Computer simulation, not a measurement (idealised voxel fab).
Name of the process module below: voxel transistor to metal
Square cells of 5 nm make up the cross-section cut, whose width is 170 nm.
Reading order for cross-sections: top band down to bottom band. Underlying form: a grid of square cells. Band size: one or more rows of cells.
Look at the band entry: it leads with the top's height and the bottom's height in nm. Then it lists the materials left to right, with a width in nm for each. The word "full width" on a single material says that material fills the band edge to edge. The word "blank" is empty space.
Height is counted from the level 0, under which the received wafer is composed throughout of one material. The lowest of the bands is not closed at the bottom but continues downward, in the notation "0 down".
So if you see something like "30->40" for the width, read it as the top row of the band sitting at the first number and the bottom row at the second, with every row in between moving by the same amount as the last.
The cross-section has no changed cell in any step marked "same as before".
Empty spaces without an open route to the top, at least 8 cells in extent, make up the entry "Sealed-off cavities"; each is given as width x height at distance, where the distance is measured from the left edge, and all are in nm.
Text after the settings on a step's line: the simulator's own remark on that step.
The setting "overlay nm" may be written on the line of a step. When the step uses a mask, the value reports how far to the right of the planned place the mask lay, and a negative value reports that it lay to the left.

These are the steps we planned for the process
1,op RECEIVE | material Si
2,op OXIDIZE | depth nm 5
3,op CONFORMAL_DEP | material SiN | thk nm 10
4,op MASKED_ETCH | tone cover | mask id ACTIVE | width nm 100 | etch materials SiN | depth nm 10 | overlay nm 0
5,op MASKED_ETCH | tone cover | mask id ACTIVE | width nm 100 | etch materials SiO2 | depth nm 5 | overlay nm 0
6,op MASKED_ETCH | tone cover | mask id ACTIVE | width nm 100 | etch materials Si | depth nm 30 | overlay nm 0
7,op FILL_DEP | material SiO2 | thk nm 10
8,op CMP | height nm 10
9,op SELECTIVE_ETCH | etch materials SiO2 | depth nm 10
10,op STRIP | etch materials SiN
11,op SELECTIVE_ETCH | etch materials SiO2 | depth nm 5
12,op OXIDIZE | depth nm 5
13,op DIRECTIONAL_DEP | material polySi | thk nm 30
14,op DIRECTIONAL_DEP | material SiCN | thk nm 10
15,op PATTERN | tone cover | mask id GATE | material resist | width nm 30 | thk nm 15 | overlay nm 0
16,op DIRECTIONAL_ETCH | etch materials SiCN | depth nm 20
17,op DIRECTIONAL_ETCH | etch materials polySi | depth nm 40
18,op STRIP | etch materials resist
19,op CONFORMAL_DEP | material SiO2 | thk nm 5
20,op DIRECTIONAL_ETCH | etch materials SiO2 | depth nm 5
21,op CONFORMAL_DEP | material SiN | thk nm 10
22,op DIRECTIONAL_ETCH | etch materials SiN | depth nm 10
23,op DIRECTIONAL_ETCH | etch materials SiO2 | depth nm 5
24,op DIRECTIONAL_ETCH | etch materials Si | depth nm 10
25,op EPI | material nSi | thk nm 10
26,op FILL_DEP | material SiO2 | thk nm 10
27,op CMP | height nm 25
28,op STRIP | etch materials polySi
29,op SELECTIVE_ETCH | etch materials SiO2 | depth nm 5
30,op CONFORMAL_DEP | material HfO2 | thk nm 5
31,op CONFORMAL_DEP | material TiN | thk nm 5
32,op FILL_DEP | material W | thk nm 10
33,op CMP | height nm 20
34,op DIRECTIONAL_DEP | material SiO2 | thk nm 15
35,op PATTERN | tone open | mask id CONTACT | material resist | width nm 15 | pitch nm 75 | thk nm 20 | overlay nm 0
36,op DIRECTIONAL_ETCH | etch materials SiO2 | depth nm 45
37,op STRIP | etch materials resist
38,op CONFORMAL_DEP | material TiN | thk nm 5
39,op FILL_DEP | material W | thk nm 5
40,op CMP | height nm 35
41,op CONFORMAL_DEP | material SiN | thk nm 5
42,op DIRECTIONAL_DEP | material lowk | thk nm 20
43,op MASKED_ETCH | tone open | mask id METAL_1 | width nm 15 | pitch nm 75 | etch materials lowk | depth nm 20 | overlay nm 0
44,op MASKED_ETCH | tone open | mask id METAL_1 | width nm 15 | pitch nm 75 | etch materials SiN | depth nm 5 | overlay nm 0
45,op CONFORMAL_DEP | material TiN | thk nm 5
46,op FILL_DEP | material Ru | thk nm 10
47,op CMP | height nm 60
48,op EPI | material Ru | thk nm 5
49,op FILL_DEP | material SiCN | thk nm 5
50,op DIRECTIONAL_DEP | material lowk | thk nm 25
51,op MASKED_ETCH | tone open | mask id METAL_2 | width nm 15 | pitch nm 75 | etch materials lowk | depth nm 15 | overlay nm 0
52,op MASKED_ETCH | tone open | mask id METAL_2_HOLES | width nm 15 | pitch nm 75 | etch materials lowk | depth nm 10 | overlay nm 0
53,op MASKED_ETCH | tone open | mask id METAL_2_HOLES | width nm 15 | pitch nm 75 | etch materials SiCN | depth nm 5 | overlay nm 0
54,op CONFORMAL_DEP | material TiN | thk nm 5
55,op FILL_DEP | material Cu | thk nm 10
56,op CMP | height nm 95
57,op CONFORMAL_DEP | material SiCN | thk nm 5

As received (post step 1): cross-section
    0 down = Si full width
    Sealed-off cavities: none

Result of the module, cross-sectioned: start per above, plan per above, one error in how it was run
    100 to 95 = SiCN full width
    95 to 70 = 40 nm lowk; 5 nm TiN; 5 nm Cu; 5 nm TiN; 60 nm lowk; 5 nm TiN; 5 nm Cu; 5 nm TiN; 40 nm lowk
    70 to 65 = 40 nm SiCN; 15 nm TiN; 60 nm SiCN; 15 nm TiN; 40 nm SiCN
    65 to 60 = 35 nm SiCN; 25 nm Ru; 50 nm SiCN; 25 nm Ru; 35 nm SiCN
    60 to 40 = 40 nm lowk; 5 nm TiN; 5 nm Ru; 5 nm TiN; 60 nm lowk; 5 nm TiN; 5 nm Ru; 5 nm TiN; 40 nm lowk
    40 to 35 = 40 nm SiN; 15 nm TiN; 60 nm SiN; 15 nm TiN; 40 nm SiN
    35 to 20 = 40 nm SiO2; 5 nm TiN; 5 nm W; 5 nm TiN; 60 nm SiO2; 5 nm TiN; 5 nm W; 5 nm TiN; 40 nm SiO2
    20 to 5 = 40 nm SiO2; 5 nm TiN; 5 nm W; 5 nm TiN; 10 nm SiN; 5 nm HfO2; 5 nm TiN; 20 nm W; 5 nm TiN; 5 nm HfO2; 10 nm SiN; 5 nm TiN; 5 nm W; 5 nm TiN; 40 nm SiO2
    5 to 0 = 40 nm SiO2; 15 nm TiN; 10 nm SiN; 5 nm HfO2; 5 nm TiN; 20 nm W; 5 nm TiN; 5 nm HfO2; 10 nm SiN; 15 nm TiN; 40 nm SiO2
    0 to -5 = 40 nm SiO2; 5 nm TiN; 10 nm nSi; 10 nm SiN; 5 nm HfO2; 30 nm TiN; 5 nm HfO2; 10 nm SiN; 10 nm nSi; 5 nm TiN; 40 nm SiO2
    -5 to -10 = 40 nm SiO2; 5 nm TiN; 10 nm nSi; 10 nm SiO2; 40 nm HfO2; 10 nm SiO2; 10 nm nSi; 5 nm TiN; 40 nm SiO2
    -10 to -20 = 35 nm SiO2; 20 nm nSi; 60 nm Si; 20 nm nSi; 35 nm SiO2
    -20 to -65 = 35 nm SiO2; 100 nm Si; 35 nm SiO2
    -65 down = Si full width
    Sealed-off cavities: none
Error vs. plan: in the plan, step 6 was performed twice
